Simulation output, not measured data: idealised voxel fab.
Name of the process module below: voxel self aligned contacts
It is cross-section cut that appears here, measuring 215 nm in width, its square cells being 5 nm in size.
How to read a cross-section here: the picture is a grid of square cells, written as bands going from the top down, and any band can span one or more rows of cells. Per band: top height and bottom height in nm, followed by the left-to-right materials and their widths in nm; "full width" marks a single material spanning edge to edge, "blank" marks empty space. Ref level 0: as-received wafer is one material below here. Bottom band extends down with no lower bound ("0 nm and below"). You'd read "30..40" like this: the band's top row of cells is as wide as the first number, its bottom row is as wide as the second, and going down, every row changes width by the same amount as the row before did. "remains unaltered" for a step: no cell of the cross-section changed in that step. Voids, sealed: empty space of 8 cells or more with no open way to the top, each as width x height at its distance from the left edge, in nm. Anything after a step's settings on that line? It's the simulator's own note about the step. overlay nm: where the mask lay relative to plan, measured to the right, on steps with a mask; negatives go left. Read each pair as before and after one process step. The after cross-section shows only down to the lowest band that changed. The step between them and its settings are given below the pair. Pairs can come from different runs of this module on the same starting wafer. A pair continues from the pair above only where its "Cross-section, before" entry says so.
## Cross-section, before
  35 nm to 20 nm = SiN 25 nm, blank 30 nm, SiN 35 nm, blank 30 nm, SiN 35 nm, blank 30 nm, SiN 30 nm
  20 nm to 0 nm = polySi 25 nm, blank 30 nm, polySi 35 nm, blank 30 nm, polySi 35 nm, blank 30 nm, polySi 30 nm
  0 nm to -5 nm = SiO2 full width
  -5 nm and below = Si full width
  Voids, sealed: none
## Sectional View, Post-Process
  40 nm to 20 nm = SiN 30 nm, blank 20 nm, SiN 45 nm, blank 20 nm, SiN 45 nm, blank 20 nm, SiN 35 nm
  20 nm to 5 nm = polySi 25 nm, SiN 5 nm, blank 20 nm, SiN 5 nm, polySi 35 nm, SiN 5 nm, blank 20 nm, SiN 5 nm, polySi 35 nm, SiN 5 nm, blank 20 nm, SiN 5 nm, polySi 30 nm
  5 nm to 0 nm = polySi 25 nm, SiN 30 nm, polySi 35 nm, SiN 30 nm, polySi 35 nm, SiN 30 nm, polySi 30 nm
  At heights below 0, the structure remains unaltered.
  Voids, sealed: none
Step sandwiched between the two cross-sections above: op CONFORMAL_DEP | material SiN | thk nm 5
Cross-section, before: The pre-step condition corresponds to the post-step cross-section depicted in the pair directly above.
## Sectional View, Post-Process
  35 nm to 20 nm = SiN 30 nm, blank 20 nm, SiN 45 nm, blank 20 nm, SiN 45 nm, blank 20 nm, SiN 35 nm
  20 nm to 0 nm = polySi 25 nm, SiN 5 nm, blank 20 nm, SiN 5 nm, polySi 35 nm, SiN 5 nm, blank 20 nm, SiN 5 nm, polySi 35 nm, SiN 5 nm, blank 20 nm, SiN 5 nm, polySi 30 nm
  At heights below 0, the structure remains unaltered.
  Voids, sealed: none
Step sandwiched between the two cross-sections above: op DIRECTIONAL_ETCH | etch materials SiN | depth nm 5
Cross-section, before: The pre-step condition corresponds to the post-step cross-section depicted in the pair directly above.
## Sectional View, Post-Process
  50 nm to 35 nm = SiO2 full width
  35 nm to 20 nm = SiN 30 nm, SiO2 20 nm, SiN 45 nm, SiO2 20 nm, SiN 45 nm, SiO2 20 nm, SiN 35 nm
  20 nm to 0 nm = polySi 25 nm, SiN 5 nm, SiO2 20 nm, SiN 5 nm, polySi 35 nm, SiN 5 nm, SiO2 20 nm, SiN 5 nm, polySi 35 nm, SiN 5 nm, SiO2 20 nm, SiN 5 nm, polySi 30 nm
  At heights below 0, the structure remains unaltered.
  Voids, sealed: none
Step sandwiched between the two cross-sections above: op FILL_DEP | material SiO2 | thk nm 15
Cross-section, before: The pre-step condition corresponds to the post-step cross-section depicted in the pair directly above.
## Sectional View, Post-Process
  45 nm to 35 nm = SiO2 full width
  At heights below 35, the structure remains unaltered.
  Voids, sealed: none
Step sandwiched between the two cross-sections above: op CMP | height nm 45
Cross-section, before: The pre-step condition corresponds to the post-step cross-section depicted in the pair directly above.
## Sectional View, Post-Process
  55 nm to 45 nm = aC full width
  At heights below 45, the structure remains unaltered.
  Voids, sealed: none
Step sandwiched between the two cross-sections above: op DIRECTIONAL_DEP | material aC | thk nm 10
Cross-section, before: The pre-step condition corresponds to the post-step cross-section depicted in the pair directly above.
## Sectional View, Post-Process
  80 nm to 55 nm = resist 50 nm, blank 45 nm, resist 20 nm, blank 45 nm, resist 55 nm
  At heights below 55, the structure remains unaltered.
  Voids, sealed: none
Step sandwiched between the two cross-sections above: op PATTERN | tone open | mask id CONTACT | material resist | width nm 45 | pitch nm 65 | thk nm 25 | overlay nm 0
Cross-section, before: The pre-step condition corresponds to the post-step cross-section depicted in the pair directly above.
## Sectional View, Post-Process
  70 nm to 55 nm = resist 50 nm, blank 45 nm, resist 20 nm, blank 45 nm, resist 55 nm
  55 nm to 45 nm = aC 50 nm, blank 45 nm, aC 20 nm, blank 45 nm, aC 55 nm
  At heights below 45, the structure remains unaltered.
  Voids, sealed: none
Step sandwiched between the two cross-sections above: op DIRECTIONAL_ETCH | etch materials aC | depth nm 10
Cross-section, before: The pre-step condition corresponds to the post-step cross-section depicted in the pair directly above.
## Sectional View, Post-Process
  55 nm to 45 nm = aC 50 nm, blank 45 nm, aC 20 nm, blank 45 nm, aC 55 nm
  At heights below 45, the structure remains unaltered.
  Voids, sealed: none
Step sandwiched between the two cross-sections above: op STRIP | etch materials resist
Cross-section, before: The pre-step condition corresponds to the post-step cross-section depicted in the pair directly above.
## Sectional View, Post-Process
  55 nm to 45 nm = aC 50 nm, blank 45 nm, aC 20 nm, blank 45 nm, aC 55 nm
  45 nm to 35 nm = SiO2 50 nm, blank 45 nm, SiO2 20 nm, blank 45 nm, SiO2 55 nm
  At heights below 35, the structure remains unaltered.
  Voids, sealed: none
Step sandwiched between the two cross-sections above: op DIRECTIONAL_ETCH | etch materials SiO2 | depth nm 50
Cross-section, before: The pre-step condition corresponds to the post-step cross-section depicted in the pair directly above.
## Sectional View, Post-Process
  45 nm to 35 nm = SiO2 50 nm, blank 45 nm, SiO2 20 nm, blank 45 nm, SiO2 55 nm
  At heights below 35, the structure remains unaltered.
  Voids, sealed: none
Step sandwiched between the two cross-sections above: op STRIP | etch materials aC
Cross-section, before: The pre-step condition corresponds to the post-step cross-section depicted in the pair directly above.
## Sectional View, Post-Process
  50 nm to 45 nm = TiN 55 nm, blank 35 nm, TiN 30 nm, blank 35 nm, TiN 60 nm
  45 nm to 40 nm = SiO2 50 nm, TiN 5 nm, blank 35 nm, TiN 5 nm, SiO2 20 nm, TiN 5 nm, blank 35 nm, TiN 5 nm, SiO2 55 nm
  40 nm to 35 nm = SiO2 50 nm, TiN 45 nm, SiO2 20 nm, TiN 45 nm, SiO2 55 nm
  At heights below 35, the structure remains unaltered.
  Voids, sealed: none
Step sandwiched between the two cross-sections above: op CONFORMAL_DEP | material TiN | thk nm 5
Cross-section, before: The pre-step condition corresponds to the post-step cross-section depicted in the pair directly above.
## Sectional View, Post-Process
  55 nm to 50 nm = W full width
  50 nm to 45 nm = TiN 55 nm, W 35 nm, TiN 30 nm, W 35 nm, TiN 60 nm
  45 nm to 40 nm = SiO2 50 nm, TiN 5 nm, W 35 nm, TiN 5 nm, SiO2 20 nm, TiN 5 nm, W 35 nm, TiN 5 nm, SiO2 55 nm
  At heights below 40, the structure remains unaltered.
  Voids, sealed: none
Step sandwiched between the two cross-sections above: op FILL_DEP | material W | thk nm 5
Cross-section, before: The pre-step condition corresponds to the post-step cross-section depicted in the pair directly above.
## Sectional View, Post-Process
  45 nm to 40 nm = SiO2 50 nm, TiN 5 nm, W 35 nm, TiN 5 nm, SiO2 20 nm, TiN 5 nm, W 35 nm, TiN 5 nm, SiO2 55 nm
  At heights below 40, the structure remains unaltered.
  Voids, sealed: none
Step sandwiched between the two cross-sections above: op CMP | height nm 45
Cross-section, before: The pre-step condition corresponds to the post-step cross-section depicted in the pair directly above.
## Sectional View, Post-Process
  50 nm to 45 nm = SiN full width
  At heights below 45, the structure remains unaltered.
  Voids, sealed: none
Step sandwiched between the two cross-sections above: op CONFORMAL_DEP | material SiN | thk nm 5
